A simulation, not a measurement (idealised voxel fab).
process module | voxel transistor to metal
cross-section cut | 185 nm wide | cells 5 nm
A cross-section is a grid of square cells, given in bands from the top down. A band is one or more rows of cells.
Each band's line starts with the height of the band's top and of its bottom, in nm. Then come its materials from left to right, each with its width in nm. One material with "throughout" fills the band from edge to edge. "air" is empty space.
Height 0 is the level under which the wafer as received is all one material. The lowest band goes on downwards, as in "0 down".
A width such as "30 to 40" changes by the same amount from each row of cells to the next, from the band's top row to its bottom row.
"no change" after a step means that no cell of the cross-section changed.
closed voids: empty space of 8 cells or more with no open way to the top, each as width x height at its distance from the left edge, in nm
after a step's settings: what the simulator itself notes on the step
overlay nm, on a step with a mask: how far to the right of its planned place the mask lay; to the left if negative
plan
1 op RECEIVE | material Si
2 op CONFORMAL_DEP | material SiO2 | thk nm 5
3 op CONFORMAL_DEP | material SiN | thk nm 10
4 op PATTERN | tone cover | mask id ACTIVE | material resist | width nm 95 | thk nm 20 | overlay nm 0
5 op DIRECTIONAL_ETCH | etch materials SiN | depth nm 10
6 op DIRECTIONAL_ETCH | etch materials SiO2 | depth nm 5
7 op DIRECTIONAL_ETCH | etch materials Si | depth nm 35
8 op STRIP | etch materials resist
9 op FILL_DEP | material SiO2 | thk nm 5
10 op CMP | height nm 15
11 op SELECTIVE_ETCH | etch materials SiO2 | depth nm 10
12 op STRIP | etch materials SiN
13 op SELECTIVE_ETCH | etch materials SiO2 | depth nm 5
14 op OXIDIZE | depth nm 5
15 op DIRECTIONAL_DEP | material polySi | thk nm 25
16 op DIRECTIONAL_DEP | material SiCN | thk nm 10
17 op DIRECTIONAL_DEP | material aC | thk nm 10
18 op PATTERN | tone cover | mask id GATE | material resist | width nm 25 | thk nm 30 | overlay nm 0
19 op DIRECTIONAL_ETCH | etch materials aC | depth nm 10
20 op STRIP | etch materials resist
21 op DIRECTIONAL_ETCH | etch materials SiCN | depth nm 20
22 op DIRECTIONAL_ETCH | etch materials polySi | depth nm 35
23 op STRIP | etch materials aC
24 op CONFORMAL_DEP | material SiN | thk nm 5
25 op DIRECTIONAL_ETCH | etch materials SiN | depth nm 5
26 op DIRECTIONAL_ETCH | etch materials SiO2 | depth nm 5
27 op DIRECTIONAL_ETCH | etch materials Si | depth nm 10
28 op EPI | material pSi | thk nm 10
29 op FILL_DEP | material SiO2 | thk nm 10
30 op CMP | height nm 25
31 op STRIP | etch materials polySi
32 op SELECTIVE_ETCH | etch materials SiO2 | depth nm 5
33 op CONFORMAL_DEP | material HfO2 | thk nm 5
34 op CONFORMAL_DEP | material TiN | thk nm 5
35 op FILL_DEP | material W | thk nm 5
36 op CMP | height nm 20
37 op DIRECTIONAL_DEP | material SiO2 | thk nm 10
38 op PATTERN | tone open | mask id CONTACT | material resist | width nm 15 | pitch nm 70 | thk nm 15 | overlay nm 0
39 op DIRECTIONAL_ETCH | etch materials SiO2 | depth nm 35
40 op STRIP | etch materials resist
41 op CONFORMAL_DEP | material TiN | thk nm 5
42 op FILL_DEP | material Ru | thk nm 5
43 op CMP | height nm 30
44 op CONFORMAL_DEP | material SiN | thk nm 5
45 op DIRECTIONAL_DEP | material SiO2 | thk nm 15
46 op PATTERN | tone open | mask id METAL_1 | material resist | width nm 15 | pitch nm 70 | thk nm 20 | overlay nm 0
47 op DIRECTIONAL_ETCH | etch materials SiO2 | depth nm 15
48 op DIRECTIONAL_ETCH | etch materials SiN | depth nm 5
49 op STRIP | etch materials resist
50 op CONFORMAL_DEP | material TiN | thk nm 5
51 op FILL_DEP | material Cu | thk nm 5
52 op CMP | height nm 50
53 op EPI | material Ru | thk nm 5
54 op FILL_DEP | material SiCN | thk nm 5
55 op DIRECTIONAL_DEP | material lowk | thk nm 30
56 op MASKED_ETCH | tone open | mask id METAL_2 | width nm 15 | pitch nm 70 | etch materials lowk | depth nm 20 | overlay nm 0
57 op MASKED_ETCH | tone open | mask id METAL_2_HOLES | width nm 15 | pitch nm 70 | etch materials lowk | depth nm 10 | overlay nm 0
58 op MASKED_ETCH | tone open | mask id METAL_2_HOLES | width nm 15 | pitch nm 70 | etch materials SiCN | depth nm 5 | overlay nm 0
59 op CONFORMAL_DEP | material TiN | thk nm 5
60 op FILL_DEP | material Cu | thk nm 5
61 op CMP | height nm 90
62 op CONFORMAL_DEP | material SiN | thk nm 5
as received, after step 1
  0 down: Si throughout
  closed voids: none
a wafer at the end: this start, this plan, one mistake
  95 to 90: SiN throughout
  90 to 60: lowk 50 | TiN 5 | Cu 5 | TiN 5 | lowk 55 | TiN 5 | Cu 5 | TiN 5 | lowk 50
  60 to 55: SiCN 50 | TiN 15 | SiCN 55 | TiN 15 | SiCN 50
  55 to 50: SiCN 45 | Ru 25 | SiCN 45 | Ru 25 | SiCN 45
  50 to 35: SiO2 50 | TiN 5 | Cu 5 | TiN 5 | SiO2 55 | TiN 5 | Cu 5 | TiN 5 | SiO2 50
  35 to 30: SiN 50 | TiN 15 | SiN 55 | TiN 15 | SiN 50
  30 to 20: SiO2 40 | TiN 5 | Ru 5 | TiN 5 | SiO2 55 | TiN 5 | Ru 5 | TiN 5 | SiO2 60
  20 to 10: SiO2 40 | TiN 5 | Ru 5 | TiN 5 | SiO2 20 | SiN 5 | HfO2 5 | TiN 5 | W 5 | TiN 5 | HfO2 5 | SiN 5 | TiN 5 | Ru 5 | TiN 5 | SiO2 60
  10 to 5: SiO2 40 | TiN 5 | Ru 5 | TiN 5 | SiO2 20 | SiN 5 | HfO2 5 | TiN 5 | W 5 | TiN 5 | HfO2 5 | SiN 5 | TiN 15 | SiO2 60
  5 to 0: SiO2 40 | TiN 5 | Ru 5 | TiN 5 | SiO2 10 | pSi 10 | SiN 5 | HfO2 5 | TiN 15 | HfO2 5 | SiN 5 | pSi 10 | TiN 5 | SiO2 60
  0 to -5: SiO2 40 | TiN 15 | SiO2 10 | pSi 10 | HfO2 35 | pSi 10 | TiN 5 | SiO2 60
  -5 to -15: SiO2 45 | pSi 30 | Si 35 | pSi 30 | SiO2 45
  -15 to -35: SiO2 45 | Si 95 | SiO2 45
  -35 down: Si throughout
  closed voids: none
what went wrong: step 38 ran as: op PATTERN | tone open | mask id CONTACT | material resist | width nm 15 | pitch nm 70 | thk nm 15 | overlay nm -10
